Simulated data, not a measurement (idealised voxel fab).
Process module in this document: voxel spacer lines
Square cells of 5 nm make up the cross-section cut, whose width is 225 nm.
Each cross-section below is a grid of square cells, stated as bands in top-down order, with one or more rows of cells making up each band. Band: top and bottom heights (nm) first, top before bottom; then materials from left to right, widths in nm. "throughout" marks a sole material filling the band edge to edge. "empty" denotes empty space. Convention: height 0 is the level below which the wafer, as received, is all one material. The lowest band does not terminate at the bottom but continues downward, represented as "z 0 and below". Think of "30->40" as a width that walks from the first number to the second as you go down the band, top row to bottom row, taking equal-sized steps from row to row. Take "all unchanged" at face value: in the step it is given for, the cross-section changed in none of its cells. Voids not open to the top, 8 cells minimum: see "Catalogued sealed voids". Written width x height at distance; distance is from the left edge; nm. Post-settings text on a step line: simulator's own remark regarding the step. A step line may carry the setting "overlay nm", which, for steps involving a mask, states the distance by which the mask lay to the right of its intended position; negative values denote displacement to the left.
Below is the list of planned process steps:
1. RECEIVE [material Si]
2. CONFORMAL_DEP [material SiO2] [thk nm 10]
3. DIRECTIONAL_DEP [material W] [thk nm 15]
4. DIRECTIONAL_DEP [material aC] [thk nm 25]
5. PATTERN [tone cover] [mask id MANDREL] [material resist] [width nm 25] [pitch nm 70] [thk nm 35] [overlay nm 0]
6. DIRECTIONAL_ETCH [etch materials aC] [depth nm 25]
7. STRIP [etch materials resist]
8. CONFORMAL_DEP [material SiN] [thk nm 10]
9. DIRECTIONAL_ETCH [etch materials SiN] [depth nm 10]
10. STRIP [etch materials aC]
11. DIRECTIONAL_ETCH [etch materials W] [depth nm 15]
12. STRIP [etch materials SiN]
Cross-sectional view of the wafer in its as-received condition, corresponding to the state after step 1:
* z 0 and below = Si throughout
* Catalogued sealed voids: none
Cross-section, end of module. Start: as above. Plan: as above. Execution: one mistake:
* z 40 to 25 = 20 nm empty / 10 nm W / 25 nm empty / 10 nm W / 25 nm empty / 10 nm W / 25 nm empty / 10 nm W / 25 nm empty / 10 nm W / 25 nm empty / 10 nm W / 20 nm empty
* z 25 to 10 = W throughout
* z 10 to 0 = SiO2 throughout
* z 0 and below = Si throughout
* Catalogued sealed voids: none
What went wrong in running the wafer? plan step 3 was conducted twice
